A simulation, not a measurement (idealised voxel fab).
Name of the process module below: voxel local oxidation
Displayed cross-section: cut, width of 250 nm, square cells sized 5 nm.
When this document writes out a cross-section, it uses a grid of square cells and lists it as bands, beginning at the top and moving down, with a band standing for one or more rows of cells. In this notation a band is specified by the heights of its top and bottom, in that order and in nm, after which its materials appear from left to right, each paired with its width in nm. The word "full width" attached to a single material means that material fills the band from edge to edge; the word "blank" stands for empty space. Beneath 0, the wafer as received is one material, and that level is where height counting begins. The lowest band goes on downward without a bottom; it is written like "0 nm and below". Read "30->40" as a graded width: first number on top, second number at the bottom, same change between each pair of neighbouring rows. Where the words "no modification" appear for a step, the cross-section shows no cell changed by that step; every cell remained as before. "Closed void listing" enumerates empty spaces isolated from the top, with no open way to it, that contain at least 8 cells, giving each as width x height at distance from the left edge, all three in nm. Anything after a step's settings on that line? It's the simulator's own note about the step. overlay nm: step with mask; distance mask lay right of planned place; negative value = left of planned place.

Below is the list of planned process steps:
1) op RECEIVE | material Si
2) op OXIDIZE | depth nm 5
3) op CONFORMAL_DEP | material SiN | thk nm 10
4) op PATTERN | tone cover | mask id ACTIVE | material resist | width nm 120 | thk nm 15 | overlay nm 0
5) op DIRECTIONAL_ETCH | etch materials SiN | depth nm 10
6) op STRIP | etch materials resist
7) op SELECTIVE_ETCH | etch materials SiO2 | depth nm 5
8) op OXIDIZE | depth nm 15
9) op STRIP | etch materials SiN

As-received state of the wafer in cross-section, equivalent to post-step 1:
    0 nm and below | Si full width
    Closed void listing: none

Run as planned - first of the two wafers cross-sectioned at the end of the module:
    0 nm to -5 nm | blank (70), SiO2 (110), blank (70)
    -5 nm to -20 nm | SiO2 (85), Si (80), SiO2 (85)
    -20 nm and below | Si full width
    Closed void listing: none

Here's the second of our two wafers sectioned at module end. Same start as the first, same plan, but one mistake got made running it:
    0 nm to -5 nm | blank (75), SiO2 (110), blank (65)
    -5 nm to -20 nm | SiO2 (90), Si (80), SiO2 (80)
    -20 nm and below | Si full width
    Closed void listing: none
Error vs. plan: step 4: run off-plan, actual operation and settings op PATTERN | tone cover | mask id ACTIVE | material resist | width nm 120 | thk nm 15 | overlay nm 5
at the end the second wafer has, in cells: as many of each material as the first, in other places
